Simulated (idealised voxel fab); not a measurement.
process module | voxel wiring stack
cross-section cut | 290 nm wide | cells 5 nm
A cross-section is a grid of square cells, given in bands from the top down. A band is one or more rows of cells.
Each band's line starts with the height of the band's top and of its bottom, in nm. Then come its materials from left to right, each with its width in nm. One material with "throughout" fills the band from edge to edge. "air" is empty space.
Height 0 is the level under which the wafer as received is all one material. The lowest band goes on downwards, as in "0 down".
A width such as "30 to 40" changes by the same amount from each row of cells to the next, from the band's top row to its bottom row.
"no change" after a step means that no cell of the cross-section changed.
closed voids: empty space of 8 cells or more with no open way to the top, each as width x height at its distance from the left edge, in nm
after a step's settings: what the simulator itself notes on the step
overlay nm, on a step with a mask: how far to the right of its planned place the mask lay; to the left if negative
plan
1 op RECEIVE | material Si
2 op CONFORMAL_DEP | material SiO2 | thk nm 15
3 op DIRECTIONAL_DEP | material TiN | thk nm 5
4 op DIRECTIONAL_DEP | material W | thk nm 20
5 op DIRECTIONAL_DEP | material aC | thk nm 10
6 op PATTERN | tone cover | mask id METAL_1 | material resist | width nm 30 | pitch nm 60 | thk nm 25 | overlay nm 0
7 op DIRECTIONAL_ETCH | etch materials aC | depth nm 10
8 op STRIP | etch materials resist
9 op DIRECTIONAL_ETCH | etch materials W | depth nm 20
10 op DIRECTIONAL_ETCH | etch materials TiN | depth nm 5
11 op STRIP | etch materials aC
12 op FILL_DEP | material SiO2 | thk nm 5
13 op CMP | height nm 40
14 op CONFORMAL_DEP | material SiCN | thk nm 5
15 op DIRECTIONAL_DEP | material lowk | thk nm 30
16 op PATTERN | tone open | mask id METAL_2_HOLES | material resist | width nm 15 | pitch nm 120 | thk nm 15 | overlay nm 0
17 op DIRECTIONAL_ETCH | etch materials lowk | depth nm 30
18 op STRIP | etch materials resist
19 op PATTERN | tone open | mask id METAL_2 | material resist | width nm 30 | pitch nm 60 | thk nm 20 | overlay nm 0
20 op DIRECTIONAL_ETCH | etch materials lowk | depth nm 20
21 op DIRECTIONAL_ETCH | etch materials SiCN | depth nm 5
22 op STRIP | etch materials resist
23 op CONFORMAL_DEP | material TiN | thk nm 5
24 op FILL_DEP | material Cu | thk nm 10
25 op CMP | height nm 75
26 op CONFORMAL_DEP | material SiCN | thk nm 5
27 op DIRECTIONAL_DEP | material SiO2 | thk nm 15
28 op PATTERN | tone open | mask id PLUG_2 | material resist | width nm 15 | pitch nm 60 | thk nm 15 | overlay nm 0
29 op DIRECTIONAL_ETCH | etch materials SiO2 | depth nm 15
30 op DIRECTIONAL_ETCH | etch materials SiCN | depth nm 5
31 op STRIP | etch materials resist
32 op EPI | material Ru | thk nm 10
33 op EPI | material Ru | thk nm 10
34 op DIRECTIONAL_DEP | material TiN | thk nm 5
35 op DIRECTIONAL_DEP | material W | thk nm 20
36 op DIRECTIONAL_DEP | material aC | thk nm 10
37 op PATTERN | tone cover | mask id METAL_3 | material resist | width nm 30 | pitch nm 60 | thk nm 25 | overlay nm 0
38 op DIRECTIONAL_ETCH | etch materials aC | depth nm 10
39 op STRIP | etch materials resist
40 op DIRECTIONAL_ETCH | etch materials W | depth nm 20
41 op DIRECTIONAL_ETCH | etch materials TiN | depth nm 5
42 op STRIP | etch materials aC
43 op FILL_DEP | material lowk | thk nm 5
44 op CMP | height nm 120
45 op CONFORMAL_DEP | material SiCN | thk nm 5
first wafer, as planned
as received, after step 1
  0 down: Si throughout
  closed voids: none
after step 2
  15 to 0: SiO2 throughout
  below 0: unchanged
after step 3
  20 to 15: TiN throughout
  below 15: unchanged
after step 4
  40 to 20: W throughout
  below 20: unchanged
after step 5
  50 to 40: aC throughout
  below 40: unchanged
after step 6
  75 to 50: air 70 | resist 30 | air 30 | resist 30 | air 30 | resist 30 | air 70
  below 50: unchanged
after step 7
  65 to 50: air 70 | resist 30 | air 30 | resist 30 | air 30 | resist 30 | air 70
  50 to 40: air 70 | aC 30 | air 30 | aC 30 | air 30 | aC 30 | air 70
  below 40: unchanged
after step 8
  50 to 40: air 70 | aC 30 | air 30 | aC 30 | air 30 | aC 30 | air 70
  below 40: unchanged
after step 9
  50 to 40: air 70 | aC 30 | air 30 | aC 30 | air 30 | aC 30 | air 70
  40 to 20: air 70 | W 30 | air 30 | W 30 | air 30 | W 30 | air 70
  below 20: unchanged
after step 10
  50 to 40: air 70 | aC 30 | air 30 | aC 30 | air 30 | aC 30 | air 70
  40 to 20: air 70 | W 30 | air 30 | W 30 | air 30 | W 30 | air 70
  20 to 15: air 70 | TiN 30 | air 30 | TiN 30 | air 30 | TiN 30 | air 70
  below 15: unchanged
after step 11
  40 to 20: air 70 | W 30 | air 30 | W 30 | air 30 | W 30 | air 70
  below 20: unchanged
after step 12
  45 to 40: SiO2 throughout
  40 to 20: SiO2 70 | W 30 | SiO2 30 | W 30 | SiO2 30 | W 30 | SiO2 70
  20 to 15: SiO2 70 | TiN 30 | SiO2 30 | TiN 30 | SiO2 30 | TiN 30 | SiO2 70
  below 15: unchanged
after step 13
  40 to 20: SiO2 70 | W 30 | SiO2 30 | W 30 | SiO2 30 | W 30 | SiO2 70
  below 20: unchanged
after step 14
  45 to 40: SiCN throughout
  below 40: unchanged
after step 15
  75 to 45: lowk throughout
  below 45: unchanged
after step 16
  90 to 75: resist 70 | air 15 | resist 105 | air 15 | resist 85
  below 75: unchanged
after step 17
  90 to 75: resist 70 | air 15 | resist 105 | air 15 | resist 85
  75 to 45: lowk 70 | air 15 | lowk 105 | air 15 | lowk 85
  below 45: unchanged
after step 18
  75 to 45: lowk 70 | air 15 | lowk 105 | air 15 | lowk 85
  below 45: unchanged
after step 19
  95 to 75: resist 70 | air 30 | resist 30 | air 30 | resist 30 | air 30 | resist 70
  below 75: unchanged
after step 20
  95 to 75: resist 70 | air 30 | resist 30 | air 30 | resist 30 | air 30 | resist 70
  75 to 55: lowk 70 | air 30 | lowk 30 | air 30 | lowk 30 | air 30 | lowk 70
  below 55: unchanged
after step 21
  95 to 75: resist 70 | air 30 | resist 30 | air 30 | resist 30 | air 30 | resist 70
  75 to 55: lowk 70 | air 30 | lowk 30 | air 30 | lowk 30 | air 30 | lowk 70
  55 to 45: lowk 70 | air 15 | lowk 105 | air 15 | lowk 85
  45 to 40: SiCN 70 | air 15 | SiCN 105 | air 15 | SiCN 85
  below 40: unchanged
after step 22
  75 to 55: lowk 70 | air 30 | lowk 30 | air 30 | lowk 30 | air 30 | lowk 70
  below 55: unchanged
after step 23
  80 to 75: TiN 75 | air 20 | TiN 40 | air 20 | TiN 40 | air 20 | TiN 75
  75 to 60: lowk 70 | TiN 5 | air 20 | TiN 5 | lowk 30 | TiN 5 | air 20 | TiN 5 | lowk 30 | TiN 5 | air 20 | TiN 5 | lowk 70
  60 to 55: lowk 70 | TiN 5 | air 5 | TiN 20 | lowk 30 | TiN 30 | lowk 30 | TiN 5 | air 5 | TiN 20 | lowk 70
  55 to 45: lowk 70 | TiN 5 | air 5 | TiN 5 | lowk 105 | TiN 5 | air 5 | TiN 5 | lowk 85
  45 to 40: SiCN 70 | TiN 15 | SiCN 105 | TiN 15 | SiCN 85
  below 40: unchanged
after step 24
  90 to 80: Cu throughout
  80 to 75: TiN 75 | Cu 20 | TiN 40 | Cu 20 | TiN 40 | Cu 20 | TiN 75
  75 to 60: lowk 70 | TiN 5 | Cu 20 | TiN 5 | lowk 30 | TiN 5 | Cu 20 | TiN 5 | lowk 30 | TiN 5 | Cu 20 | TiN 5 | lowk 70
  60 to 55: lowk 70 | TiN 5 | Cu 5 | TiN 20 | lowk 30 | TiN 30 | lowk 30 | TiN 5 | Cu 5 | TiN 20 | lowk 70
  55 to 45: lowk 70 | TiN 5 | Cu 5 | TiN 5 | lowk 105 | TiN 5 | Cu 5 | TiN 5 | lowk 85
  below 45: unchanged
after step 25
  75 to 60: lowk 70 | TiN 5 | Cu 20 | TiN 5 | lowk 30 | TiN 5 | Cu 20 | TiN 5 | lowk 30 | TiN 5 | Cu 20 | TiN 5 | lowk 70
  below 60: unchanged
after step 26
  80 to 75: SiCN throughout
  below 75: unchanged
after step 27
  95 to 80: SiO2 throughout
  below 80: unchanged
after step 28
  110 to 95: resist 70 | air 15 | resist 45 | air 15 | resist 45 | air 15 | resist 85
  below 95: unchanged
after step 29
  110 to 95: resist 70 | air 15 | resist 45 | air 15 | resist 45 | air 15 | resist 85
  95 to 80: SiO2 70 | air 15 | SiO2 45 | air 15 | SiO2 45 | air 15 | SiO2 85
  below 80: unchanged
after step 30
  110 to 95: resist 70 | air 15 | resist 45 | air 15 | resist 45 | air 15 | resist 85
  95 to 80: SiO2 70 | air 15 | SiO2 45 | air 15 | SiO2 45 | air 15 | SiO2 85
  80 to 75: SiCN 70 | air 15 | SiCN 45 | air 15 | SiCN 45 | air 15 | SiCN 85
  below 75: unchanged
after step 31
  95 to 80: SiO2 70 | air 15 | SiO2 45 | air 15 | SiO2 45 | air 15 | SiO2 85
  below 80: unchanged
after step 32
  95 to 85: SiO2 70 | air 15 | SiO2 45 | air 15 | SiO2 45 | air 15 | SiO2 85
  85 to 80: SiO2 70 | Ru 15 | SiO2 45 | Ru 15 | SiO2 45 | Ru 15 | SiO2 85
  80 to 75: SiCN 70 | Ru 15 | SiCN 45 | Ru 15 | SiCN 45 | Ru 15 | SiCN 85
  below 75: unchanged
after step 33
  95 to 80: SiO2 70 | Ru 15 | SiO2 45 | Ru 15 | SiO2 45 | Ru 15 | SiO2 85
  below 80: unchanged
after step 34
  100 to 95: TiN throughout
  below 95: unchanged
after step 35
  120 to 100: W throughout
  below 100: unchanged
after step 36
  130 to 120: aC throughout
  below 120: unchanged
after step 37
  155 to 130: air 70 | resist 30 | air 30 | resist 30 | air 30 | resist 30 | air 70
  below 130: unchanged
after step 38
  145 to 130: air 70 | resist 30 | air 30 | resist 30 | air 30 | resist 30 | air 70
  130 to 120: air 70 | aC 30 | air 30 | aC 30 | air 30 | aC 30 | air 70
  below 120: unchanged
after step 39
  130 to 120: air 70 | aC 30 | air 30 | aC 30 | air 30 | aC 30 | air 70
  below 120: unchanged
after step 40
  130 to 120: air 70 | aC 30 | air 30 | aC 30 | air 30 | aC 30 | air 70
  120 to 100: air 70 | W 30 | air 30 | W 30 | air 30 | W 30 | air 70
  below 100: unchanged
after step 41
  130 to 120: air 70 | aC 30 | air 30 | aC 30 | air 30 | aC 30 | air 70
  120 to 100: air 70 | W 30 | air 30 | W 30 | air 30 | W 30 | air 70
  100 to 95: air 70 | TiN 30 | air 30 | TiN 30 | air 30 | TiN 30 | air 70
  below 95: unchanged
after step 42
  120 to 100: air 70 | W 30 | air 30 | W 30 | air 30 | W 30 | air 70
  below 100: unchanged
after step 43
  125 to 120: lowk throughout
  120 to 100: lowk 70 | W 30 | lowk 30 | W 30 | lowk 30 | W 30 | lowk 70
  100 to 95: lowk 70 | TiN 30 | lowk 30 | TiN 30 | lowk 30 | TiN 30 | lowk 70
  below 95: unchanged
after step 44
  120 to 100: lowk 70 | W 30 | lowk 30 | W 30 | lowk 30 | W 30 | lowk 70
  below 100: unchanged
after step 45
  125 to 120: SiCN throughout
  below 120: unchanged
second wafer: like start, like plan, one mistake. Through step 25 it matches the first wafer
when step 26 should have ended
  80 to 75: TiN throughout
  below 75: unchanged
when step 27 should have ended
  95 to 80: SiO2 throughout
  below 80: unchanged
when step 28 should have ended
  110 to 95: resist 70 | air 15 | resist 45 | air 15 | resist 45 | air 15 | resist 85
  below 95: unchanged
when step 29 should have ended
  110 to 95: resist 70 | air 15 | resist 45 | air 15 | resist 45 | air 15 | resist 85
  95 to 80: SiO2 70 | air 15 | SiO2 45 | air 15 | SiO2 45 | air 15 | SiO2 85
  below 80: unchanged
when step 30 should have ended: no change
when step 31 should have ended
  95 to 80: SiO2 70 | air 15 | SiO2 45 | air 15 | SiO2 45 | air 15 | SiO2 85
  below 80: unchanged
when step 32 should have ended
  95 to 90: SiO2 70 | air 15 | SiO2 45 | air 15 | SiO2 45 | air 15 | SiO2 85
  90 to 80: SiO2 70 | Ru 15 | SiO2 45 | Ru 15 | SiO2 45 | Ru 15 | SiO2 85
  below 80: unchanged
when step 33 should have ended
  100 to 95: air 65 | Ru 25 | air 35 | Ru 25 | air 35 | Ru 25 | air 80
  95 to 80: SiO2 70 | Ru 15 | SiO2 45 | Ru 15 | SiO2 45 | Ru 15 | SiO2 85
  below 80: unchanged
when step 34 should have ended
  105 to 100: air 65 | TiN 25 | air 35 | TiN 25 | air 35 | TiN 25 | air 80
  100 to 95: TiN 65 | Ru 25 | TiN 35 | Ru 25 | TiN 35 | Ru 25 | TiN 80
  below 95: unchanged
when step 35 should have ended
  125 to 120: air 65 | W 25 | air 35 | W 25 | air 35 | W 25 | air 80
  120 to 105: W throughout
  105 to 100: W 65 | TiN 25 | W 35 | TiN 25 | W 35 | TiN 25 | W 80
  below 100: unchanged
when step 36 should have ended
  135 to 130: air 65 | aC 25 | air 35 | aC 25 | air 35 | aC 25 | air 80
  130 to 125: aC throughout
  125 to 120: aC 65 | W 25 | aC 35 | W 25 | aC 35 | W 25 | aC 80
  below 120: unchanged
when step 37 should have ended
  160 to 135: air 70 | resist 30 | air 30 | resist 30 | air 30 | resist 30 | air 70
  135 to 130: air 65 | aC 25 | resist 10 | air 25 | aC 25 | resist 10 | air 25 | aC 25 | resist 10 | air 70
  below 130: unchanged
when step 38 should have ended
  150 to 135: air 70 | resist 30 | air 30 | resist 30 | air 30 | resist 30 | air 70
  135 to 130: air 70 | aC 20 | resist 10 | air 30 | aC 20 | resist 10 | air 30 | aC 20 | resist 10 | air 70
  130 to 125: air 70 | aC 30 | air 30 | aC 30 | air 30 | aC 30 | air 70
  125 to 120: air 65 | W 25 | aC 10 | air 25 | W 25 | aC 10 | air 25 | W 25 | aC 10 | air 70
  below 120: unchanged
when step 39 should have ended
  135 to 125: air 70 | aC 20 to 30 | air 40 to 30 | aC 20 to 30 | air 40 to 30 | aC 20 to 30 | air 80 to 70
  below 125: unchanged
when step 40 should have ended
  135 to 125: air 70 | aC 20 to 30 | air 40 to 30 | aC 20 to 30 | air 40 to 30 | aC 20 to 30 | air 80 to 70
  125 to 120: air 70 | W 20 | aC 10 | air 30 | W 20 | aC 10 | air 30 | W 20 | aC 10 | air 70
  120 to 105: air 70 | W 30 | air 30 | W 30 | air 30 | W 30 | air 70
  105 to 100: air 65 | TiN 25 | W 10 | air 25 | TiN 25 | W 10 | air 25 | TiN 25 | W 10 | air 70
  below 100: unchanged
when step 41 should have ended
  135 to 125: air 70 | aC 20 to 30 | air 40 to 30 | aC 20 to 30 | air 40 to 30 | aC 20 to 30 | air 80 to 70
  125 to 120: air 70 | W 20 | aC 10 | air 30 | W 20 | aC 10 | air 30 | W 20 | aC 10 | air 70
  120 to 105: air 70 | W 30 | air 30 | W 30 | air 30 | W 30 | air 70
  105 to 100: air 70 | TiN 20 | W 10 | air 30 | TiN 20 | W 10 | air 30 | TiN 20 | W 10 | air 70
  100 to 95: air 65 | Ru 25 | TiN 10 | air 25 | Ru 25 | TiN 10 | air 25 | Ru 25 | TiN 10 | air 70
  below 95: unchanged
when step 42 should have ended
  125 to 120: air 70 | W 20 | air 40 | W 20 | air 40 | W 20 | air 80
  below 120: unchanged
when step 43 should have ended
  130 to 125: lowk throughout
  125 to 120: lowk 70 | W 20 | lowk 40 | W 20 | lowk 40 | W 20 | lowk 80
  120 to 105: lowk 70 | W 30 | lowk 30 | W 30 | lowk 30 | W 30 | lowk 70
  105 to 100: lowk 70 | TiN 20 | W 10 | lowk 30 | TiN 20 | W 10 | lowk 30 | TiN 20 | W 10 | lowk 70
  100 to 95: lowk 65 | Ru 25 | TiN 10 | lowk 25 | Ru 25 | TiN 10 | lowk 25 | Ru 25 | TiN 10 | lowk 70
  below 95: unchanged
when step 44 should have ended
  120 to 105: lowk 70 | W 30 | lowk 30 | W 30 | lowk 30 | W 30 | lowk 70
  below 105: unchanged
when step 45 should have ended
  125 to 120: SiCN throughout
  below 120: unchanged
what went wrong: step 26 ran as: op CONFORMAL_DEP | material TiN | thk nm 5
at the end the second wafer has, in cells: 6 more of Ru | 49 fewer of SiCN | 58 more of TiN | 12 fewer of W | 3 fewer of lowk
